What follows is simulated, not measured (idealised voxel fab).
Presented below is a process module, voxel quadruple lines.
The cross-section on display is named cut; it measures 205 nm wide, and its cells are 5 nm squares.
A cross-section in this document is a grid of square cells, and it is written down as bands, the top band listed before the ones below it; a band is made up of one or more rows of cells. The band entry comprises the height of the band's top followed by the height of its bottom, expressed in nm, and subsequently the band's materials from left to right, each stated together with its width in nm. Where a single material is marked with the word "edge to edge", that material fills the band from edge to edge. The word "air" represents empty space. For the purposes of this specification, 0 denotes the height below which the wafer in its as-received condition is composed wholly of one material, and the lowermost band, lacking a lower limit, extends downward without end, as expressed in "0 and below". Graded width ("30..40"): value in top row of band = first number; value in bottom row = second number; row-to-row change constant. "changes: none" (step): cross-section cells unchanged, all of them. Closed-off voids of 8+ cells (no open route to the top) go in "Enclosed void catalog", written width x height at distance from the left edge, in nm. On a step's line, text after the settings is the simulator commenting on that step. A step line may carry the setting "overlay nm", which, for steps involving a mask, states the distance by which the mask lay to the right of its intended position; negative values denote displacement to the left.
**Below is the list of planned process steps**
| 1 | RECEIVE: material Si |
| 2 | CONFORMAL_DEP: material SiO2, thk nm 5 |
| 3 | DIRECTIONAL_DEP: material Ru, thk nm 15 |
| 4 | DIRECTIONAL_DEP: material polySi, thk nm 15 |
| 5 | DIRECTIONAL_DEP: material aC, thk nm 20 |
| 6 | PATTERN: tone cover, mask id MANDREL, material resist, width nm 25, thk nm 25, overlay nm 0 |
| 7 | DIRECTIONAL_ETCH: etch materials aC, depth nm 20 |
| 8 | STRIP: etch materials resist |
| 9 | CONFORMAL_DEP: material SiO2, thk nm 15 |
| 10 | DIRECTIONAL_ETCH: etch materials SiO2, depth nm 15 |
| 11 | STRIP: etch materials aC |
| 12 | DIRECTIONAL_ETCH: etch materials polySi, depth nm 15 |
| 13 | STRIP: etch materials SiO2 |
| 14 | CONFORMAL_DEP: material SiCN, thk nm 5 |
| 15 | DIRECTIONAL_ETCH: etch materials SiCN, depth nm 5 |
| 16 | STRIP: etch materials polySi |
| 17 | DIRECTIONAL_ETCH: etch materials Ru, depth nm 15 |
| 18 | STRIP: etch materials SiCN |
| 19 | FILL_DEP: material lowk, thk nm 5 |
| 20 | CMP: height nm 20 |
**Cross-section of the wafer upon arrival, representing the state reached after step 1**
    0 and below | Si edge to edge
    Enclosed void catalog: none
**The cross-section shown corresponds to the wafer at the conclusion of the module. The initial structure and the process plan are those presented above; however, one mistake occurred in executing the plan**
    20 down to 5 | polySi edge to edge
    5 down to 0 | SiO2 edge to edge
    0 and below | Si edge to edge
    Enclosed void catalog: none
What was done differently from what was planned? step 4 occupied the plan position of step 3, and the converse holds as well
